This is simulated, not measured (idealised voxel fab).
Documented hereafter: the process module known as voxel self aligned contacts.
FYI the section here is cut, 250 nm wide, cells are 5 nm squares.
A cross-section is a grid of square cells, given in bands from the top down. A band is one or more rows of cells.
Band: top and bottom heights (nm) first, top before bottom; then materials from left to right, widths in nm. "all across" marks a sole material filling the band edge to edge. "empty" denotes empty space.
Heights from 0 (as-received wafer is one material below). Bottom band endless downward, as "top 0, no bottom".
The two numbers in a width such as "30 to 40" mark its ends across the band: the first belongs to the top row of cells, the second to the bottom row, and from each row to the next the width moves by the same amount.
Where a step carries "identical to before", the cross-section came out of it unchanged, cell for cell.
The list in "Closed internal voids" covers empty spaces of 8 cells or more that cannot reach the top through any open way, and it gives each as width x height at distance; the distance is from the left edge, and width, height and distance are in nm.
On a step's line, text after the settings is the simulator commenting on that step.
Among the settings permitted on a step's line is "overlay nm"; applied to a step with a mask, it specifies the extent to which the mask lay to the right of its planned position, whereas a negative figure signifies a position to the left.

### plan
step 1: RECEIVE | material Si
step 2: CONFORMAL_DEP | material SiO2 | thk nm 5
step 3: DIRECTIONAL_DEP | material polySi | thk nm 30
step 4: DIRECTIONAL_DEP | material SiN | thk nm 20
step 5: MASKED_ETCH | tone cover | mask id GATE | width nm 25 | pitch nm 65 | etch materials SiN | depth nm 20 | overlay nm 0
step 6: MASKED_ETCH | tone cover | mask id GATE | width nm 25 | pitch nm 65 | etch materials polySi | depth nm 30 | overlay nm 0
step 7: CONFORMAL_DEP | material SiN | thk nm 10
step 8: DIRECTIONAL_ETCH | etch materials SiN | depth nm 10
step 9: FILL_DEP | material SiO2 | thk nm 15
step 10: CMP | height nm 60
step 11: PATTERN | tone open | mask id CONTACT | material resist | width nm 50 | pitch nm 65 | thk nm 20 | overlay nm 0
step 12: DIRECTIONAL_ETCH | etch materials SiO2 | depth nm 60
step 13: STRIP | etch materials resist
step 14: CONFORMAL_DEP | material TiN | thk nm 5
step 15: FILL_DEP | material W | thk nm 5
step 16: CMP | height nm 60
step 17: CONFORMAL_DEP | material SiN | thk nm 5

### Step 1 complete: cross-section of the wafer as received
    top 0, no bottom: Si all across
    Closed internal voids: none

### Cross-section taken at module completion on the first of two wafers; processed per the plan
    top 65, bottom 60: SiN all across
    top 60, bottom 55: SiO2 65, TiN 20, W 10, TiN 20, SiO2 15, TiN 20, W 10, TiN 20, SiO2 70
    top 55, bottom 35: SiO2 35, SiN 45, TiN 5, W 10, TiN 5, SiN 45, TiN 5, W 10, TiN 5, SiN 45, SiO2 40
    top 35, bottom 5: SiO2 35, SiN 10, polySi 25, SiN 10, TiN 5, W 10, TiN 5, SiN 10, polySi 25, SiN 10, TiN 5, W 10, TiN 5, SiN 10, polySi 25, SiN 10, SiO2 40
    top 5, bottom 0: SiO2 80, TiN 20, SiO2 45, TiN 20, SiO2 85
    top 0, no bottom: Si all across
    Closed internal voids: none

### End-of-module cross-section of the second wafer: identical starting point and process plan to the first, with one processing mistake
    top 65, bottom 60: SiN all across
    top 60, bottom 55: SiO2 65, TiN 20, W 10, TiN 20, SiO2 15, TiN 20, W 10, TiN 20, SiO2 70
    top 55, bottom 35: SiO2 35, SiN 45, TiN 5, W 10, TiN 5, SiN 45, TiN 5, W 10, TiN 5, SiN 45, SiO2 40
    top 35, bottom 20: SiO2 35, SiN 10, polySi 25, SiN 10, TiN 5, W 10, TiN 5, SiN 10, polySi 25, SiN 10, TiN 5, W 10, TiN 5, SiN 10, polySi 25, SiN 10, SiO2 40
    top 20, bottom 15: SiO2 35, SiN 10, polySi 25, SiN 10, TiN 20, SiN 10, polySi 25, SiN 10, TiN 20, SiN 10, polySi 25, SiN 10, SiO2 40
    top 15, bottom 5: SiN 45, polySi 25, SiN 40, polySi 25, SiN 40, polySi 25, SiN 50
    top 5, bottom 0: SiO2 all across
    top 0, no bottom: Si all across
    Closed internal voids: none
Finding, execution versus plan: the executed order of steps 7 and 8 is the reverse of that specified in the plan, each step having taken the other's position
It is noted that, at the conclusion of processing, the second wafer exhibits a higher or lower cell count for certain materials relative to the first: +46 SiN; -22 SiO2; -12 TiN; -12 W
